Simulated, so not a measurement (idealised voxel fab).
Presented below is a process module, voxel spacer lines.
Section shown: cut. Width: 235 nm. Cell size: 5 nm, square.
The cross-sections in this document take the form of a grid made of square cells. They are written out as bands, in order from top to bottom. Each band consists of one or more rows of cells. Heights first: top, then bottom, in nm. Then materials, left to right, each with a width in nm. "everywhere" on a single material: fills the band edge to edge. "blank": empty space. Counting heights begins at 0, where everything beneath is, in the wafer as received, one material. The lowest band has no bottom; it goes on downwards, as "0 down" shows. It should be noted that a width expressed as "30->40" varies in equal increments from row to row of cells within the band, taking the value of the first number at the top row and that of the second number at the bottom row. Any step labelled "nothing different" changed none of the cells in the cross-section. "Closed void catalog" - sealed voids, min. 8 cells, no opening to top; format: width x height at distance (distance from left edge; nm throughout). Note: text after step settings on the step line = simulator remark on that step. On any step carrying a mask, the "overlay nm" setting, if present on the step's line, tells how far right of its planned place the mask lay; negative values point to the left.
### Below is the list of planned process steps
1: RECEIVE | material Si
2: CONFORMAL_DEP | material SiO2 | thk nm 5
3: DIRECTIONAL_DEP | material TiN | thk nm 20
4: DIRECTIONAL_DEP | material aC | thk nm 20
5: PATTERN | tone cover | mask id MANDREL | material resist | width nm 15 | pitch nm 60 | thk nm 25 | overlay nm 0
6: DIRECTIONAL_ETCH | etch materials aC | depth nm 20
7: STRIP | etch materials resist
8: CONFORMAL_DEP | material SiN | thk nm 15
9: DIRECTIONAL_ETCH | etch materials SiN | depth nm 15
10: STRIP | etch materials aC
11: DIRECTIONAL_ETCH | etch materials TiN | depth nm 20
12: STRIP | etch materials SiN
13: FILL_DEP | material SiO2 | thk nm 5
14: CMP | height nm 25
### Delivered wafer in cross-section: state after step 1
* 0 down  Si everywhere
* Closed void catalog: none
### Final wafer profile in cross-section after the module, from the same start and plan as above, with one mistake made during processing
* 25 to 20  SiO2 everywhere
* 20 to 0  TiN everywhere
* 0 down  Si everywhere
* Closed void catalog: none
In executing the process, a mistake was made relative to the plan: contrary to the plan, steps 2 and 3 were processed in exchanged order
